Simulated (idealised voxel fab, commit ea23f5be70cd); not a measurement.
Process module name: voxel tone inversion
The figure presents cross-section cut, which has a width of 220 nm and is divided into square cells with an edge length of 5 nm.
Just so we're on the same page, the cross-sections are grids of square cells, and they're listed out in bands top to bottom, each band one or more rows deep. Within each band entry, the heights of the top and of the bottom of the band appear first, in that order and in nm; the materials of the band then follow from left to right, each with its corresponding width in nm. The designation "full width" on a single material indicates that it fills the band from edge to edge; the designation "blank" indicates empty space. Convention: height 0 is the level below which the wafer, as received, is all one material. The lowest band does not terminate at the bottom but continues downward, represented as "0 down". Top row gets the first number, bottom row gets the second, and each row in between changes by the same step: that is how a band width like "30..40" works. The cross-section has no changed cell in any step marked "no modification". Look at "Unvented voids" for the closed voids: empty spaces with no open path to the top, sized 8 cells or up. Each is width x height at distance, distance from the left edge, all nm. Note: text after step settings on the step line = simulator remark on that step. "overlay nm" answers the question of how far to the right of plan the mask lay on a step that has a mask, and when it is negative the answer is to the left.
This section lists the process steps that were planned:
1) RECEIVE (material Si)
2) CONFORMAL_DEP (material SiN; thk nm 5)
3) DIRECTIONAL_DEP (material polySi; thk nm 25)
4) PATTERN (tone cover; mask id POSTS; material resist; width nm 25; pitch nm 45; thk nm 30; overlay nm 0)
5) DIRECTIONAL_ETCH (etch materials polySi; depth nm 25)
6) STRIP (etch materials resist)
7) FILL_DEP (material SiO2; thk nm 10)
8) CMP (height nm 30)
9) STRIP (etch materials polySi)
10) CONFORMAL_DEP (material TiN; thk nm 5)
11) FILL_DEP (material W; thk nm 5)
12) CMP (height nm 30)
13) CONFORMAL_DEP (material SiCN; thk nm 5)
Cross-section, incoming material, after step 1:
    0 down | Si full width
    Unvented voids: none
Cross-section at module end, one run error; start and plan unchanged from above:
    35 to 30 | SiCN full width
    30 to 10 | W 25 / TiN 5 / SiO2 25 / TiN 5 / W 10 / TiN 5 / SiO2 25 / TiN 5 / W 10 / TiN 5 / SiO2 25 / TiN 5 / W 10 / TiN 5 / SiO2 25 / TiN 5 / W 25
    10 to 5 | TiN 30 / SiO2 25 / TiN 20 / SiO2 25 / TiN 20 / SiO2 25 / TiN 20 / SiO2 25 / TiN 30
    5 to 0 | SiN full width
    0 down | Si full width
    Unvented voids: none
Which mistake was made when the wafer was run? it should be noted that step 4 was executed with settings other than those planned, the operation and settings actually applied being PATTERN (tone open; mask id POSTS; material resist; width nm 25; pitch nm 45; thk nm 30; overlay nm 0)
